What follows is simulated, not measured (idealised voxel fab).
process module | voxel fin reveal
cross-section cut | 200 nm wide | cells 5 nm
A cross-section is a grid of square cells, given in bands from the top down. A band is one or more rows of cells.
Each band's line starts with the height of the band's top and of its bottom, in nm. Then come its materials from left to right, each with its width in nm. One material with "throughout" fills the band from edge to edge. "air" is empty space.
Height 0 is the level under which the wafer as received is all one material. The lowest band goes on downwards, as in "0 down".
A width such as "30 to 40" changes by the same amount from each row of cells to the next, from the band's top row to its bottom row.
"no change" after a step means that no cell of the cross-section changed.
closed voids: empty space of 8 cells or more with no open way to the top, each as width x height at its distance from the left edge, in nm
after a step's settings: what the simulator itself notes on the step
overlay nm, on a step with a mask: how far to the right of its planned place the mask lay; to the left if negative
plan
1 op RECEIVE | material Si
2 op CONFORMAL_DEP | material SiN | thk nm 5
3 op PATTERN | tone cover | mask id FINS | material resist | width nm 15 | pitch nm 45 | thk nm 20 | overlay nm 0
4 op DIRECTIONAL_ETCH | etch materials SiN | depth nm 5
5 op DIRECTIONAL_ETCH | etch materials Si | depth nm 40
6 op STRIP | etch materials resist
7 op OXIDIZE | depth nm 5
8 op FILL_DEP | material SiO2 | thk nm 5
9 op CMP | height nm 5
10 op SELECTIVE_ETCH | etch materials SiO2 | depth nm 35
11 op STRIP | etch materials SiN
first wafer, as planned
as received, after step 1
  0 down: Si throughout
  closed voids: none
after step 2
  5 to 0: SiN throughout
  below 0: unchanged
after step 3
  25 to 5: air 45 | resist 15 | air 30 | resist 15 | air 30 | resist 15 | air 50
  below 5: unchanged
after step 4
  25 to 5: air 45 | resist 15 | air 30 | resist 15 | air 30 | resist 15 | air 50
  5 to 0: air 45 | SiN 15 | air 30 | SiN 15 | air 30 | SiN 15 | air 50
  below 0: unchanged
after step 5
  25 to 5: air 45 | resist 15 | air 30 | resist 15 | air 30 | resist 15 | air 50
  5 to 0: air 45 | SiN 15 | air 30 | SiN 15 | air 30 | SiN 15 | air 50
  0 to -40: air 45 | Si 15 | air 30 | Si 15 | air 30 | Si 15 | air 50
  below -40: unchanged
after step 6
  5 to 0: air 45 | SiN 15 | air 30 | SiN 15 | air 30 | SiN 15 | air 50
  below 0: unchanged
after step 7
  5 to 0: air 45 | SiN 15 | air 30 | SiN 15 | air 30 | SiN 15 | air 50
  0 to -40: air 45 | SiO2 5 | Si 5 | SiO2 5 | air 30 | SiO2 5 | Si 5 | SiO2 5 | air 30 | SiO2 5 | Si 5 | SiO2 5 | air 50
  -40 to -45: SiO2 50 | Si 5 | SiO2 40 | Si 5 | SiO2 40 | Si 5 | SiO2 55
  below -45: unchanged
after step 8
  10 to 5: SiO2 throughout
  5 to 0: SiO2 45 | SiN 15 | SiO2 30 | SiN 15 | SiO2 30 | SiN 15 | SiO2 50
  0 to -45: SiO2 50 | Si 5 | SiO2 40 | Si 5 | SiO2 40 | Si 5 | SiO2 55
  below -45: unchanged
after step 9
  5 to 0: SiO2 45 | SiN 15 | SiO2 30 | SiN 15 | SiO2 30 | SiN 15 | SiO2 50
  below 0: unchanged
after step 10
  5 to 0: air 45 | SiN 15 | air 30 | SiN 15 | air 30 | SiN 15 | air 50
  0 to -30: air 50 | Si 5 | air 40 | Si 5 | air 40 | Si 5 | air 55
  below -30: unchanged
after step 11
  0 to -30: air 50 | Si 5 | air 40 | Si 5 | air 40 | Si 5 | air 55
  below -30: unchanged
second wafer: like start, like plan, one mistake. Through step 2 it matches the first wafer
when step 3 should have ended
  25 to 5: resist 45 | air 15 | resist 30 | air 15 | resist 30 | air 15 | resist 50
  below 5: unchanged
when step 4 should have ended
  25 to 5: resist 45 | air 15 | resist 30 | air 15 | resist 30 | air 15 | resist 50
  5 to 0: SiN 45 | air 15 | SiN 30 | air 15 | SiN 30 | air 15 | SiN 50
  below 0: unchanged
when step 5 should have ended
  25 to 5: resist 45 | air 15 | resist 30 | air 15 | resist 30 | air 15 | resist 50
  5 to 0: SiN 45 | air 15 | SiN 30 | air 15 | SiN 30 | air 15 | SiN 50
  0 to -40: Si 45 | air 15 | Si 30 | air 15 | Si 30 | air 15 | Si 50
  below -40: unchanged
when step 6 should have ended
  5 to 0: SiN 45 | air 15 | SiN 30 | air 15 | SiN 30 | air 15 | SiN 50
  below 0: unchanged
when step 7 should have ended
  5 to 0: SiN 45 | air 15 | SiN 30 | air 15 | SiN 30 | air 15 | SiN 50
  0 to -40: Si 40 | SiO2 5 | air 15 | SiO2 5 | Si 20 | SiO2 5 | air 15 | SiO2 5 | Si 20 | SiO2 5 | air 15 | SiO2 5 | Si 45
  -40 to -45: Si 40 | SiO2 25 | Si 20 | SiO2 25 | Si 20 | SiO2 25 | Si 45
  below -45: unchanged
when step 8 should have ended
  10 to 5: SiO2 throughout
  5 to 0: SiN 45 | SiO2 15 | SiN 30 | SiO2 15 | SiN 30 | SiO2 15 | SiN 50
  0 to -45: Si 40 | SiO2 25 | Si 20 | SiO2 25 | Si 20 | SiO2 25 | Si 45
  below -45: unchanged
when step 9 should have ended
  5 to 0: SiN 45 | SiO2 15 | SiN 30 | SiO2 15 | SiN 30 | SiO2 15 | SiN 50
  below 0: unchanged
when step 10 should have ended
  5 to 0: SiN 45 | air 15 | SiN 30 | air 15 | SiN 30 | air 15 | SiN 50
  0 to -30: Si 40 | air 25 | Si 20 | air 25 | Si 20 | air 25 | Si 45
  below -30: unchanged
when step 11 should have ended
  0 to -30: Si 40 | air 25 | Si 20 | air 25 | Si 20 | air 25 | Si 45
  below -30: unchanged
what went wrong: step 3 ran as: op PATTERN | tone open | mask id FINS | material resist | width nm 15 | pitch nm 45 | thk nm 20 | overlay nm 0
at the end the second wafer has, in cells: 198 more of Si | 66 fewer of SiO2
